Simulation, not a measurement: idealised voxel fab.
This section sets out a process module, namely voxel ribs on slabs.
This is section cut - it's 185 nm across, gridded in 5 nm square cells.
Notation: cross-section as square-cell grid; stated in bands, top first, going down; one or more cell rows per band.
Each band's line starts with the height of the band's top and of its bottom, in nm. Then come its materials from left to right, each with its width in nm. One material with "throughout" fills the band from edge to edge. "air" is empty space.
It should be noted that heights are counted from 0, beneath which the wafer as supplied is of one material throughout, and that the lowest band possesses no lower boundary but continues downward, as written in "z 0 and below".
Note: "30..40" means the width goes from the first number (top row of the band) to the second number (bottom row) in equal steps per row of cells.
It should be understood that the words "remained the same", when stated for a given step, signify that the cross-section underwent no change in any of its cells during that step.
"Closed void register": sealed empty spaces, 8 cells or more, no open way to top, listed width x height at distance, with distance from the left edge and width, height and distance in nm.
What comes after the settings on a step's line is commentary from the simulator itself on that step.
Regarding "overlay nm": on a step with a mask, it is the distance the mask lay to the right of its planned place; a negative value places it to the left.

-- The planned process steps are enumerated hereunder
1,RECEIVE | material Si
2,DIRECTIONAL_DEP | material SiO2 | thk nm 20
3,DIRECTIONAL_DEP | material polySi | thk nm 15
4,MASKED_ETCH | tone cover | mask id RIB | width nm 15 | etch materials polySi | depth nm 5 | overlay nm 0
5,MASKED_ETCH | tone cover | mask id SLAB | width nm 55 | etch materials polySi | depth nm 10 | overlay nm 0
6,FILL_DEP | material SiO2 | thk nm 20
7,CMP | height nm 45
8,DIRECTIONAL_DEP | material TiN | thk nm 5
9,DIRECTIONAL_DEP | material aC | thk nm 10
10,PATTERN | tone cover | mask id HEATER | material resist | width nm 25 | thk nm 30 | overlay nm 0
11,DIRECTIONAL_ETCH | etch materials aC | depth nm 10
12,STRIP | etch materials resist
13,DIRECTIONAL_ETCH | etch materials TiN | depth nm 5
14,STRIP | etch materials aC
15,CONFORMAL_DEP | material SiN | thk nm 5

-- Cross-section of the wafer as it came to us, i.e., already through step 1
	z 0 and below | Si throughout
	Closed void register: none

-- Wafer at module end, in section. Began as above, planned as above, run with one mistake
	z 50 to 45 | 80 nm air, then 25 nm TiN, then 80 nm air
	z 45 to 35 | SiO2 throughout
	z 35 to 30 | 85 nm SiO2, then 15 nm polySi, then 85 nm SiO2
	z 30 to 20 | 65 nm SiO2, then 55 nm polySi, then 65 nm SiO2
	z 20 to 0 | SiO2 throughout
	z 0 and below | Si throughout
	Closed void register: none
The plan and the run diverged here: the plan's step 15 was left out and never carried out
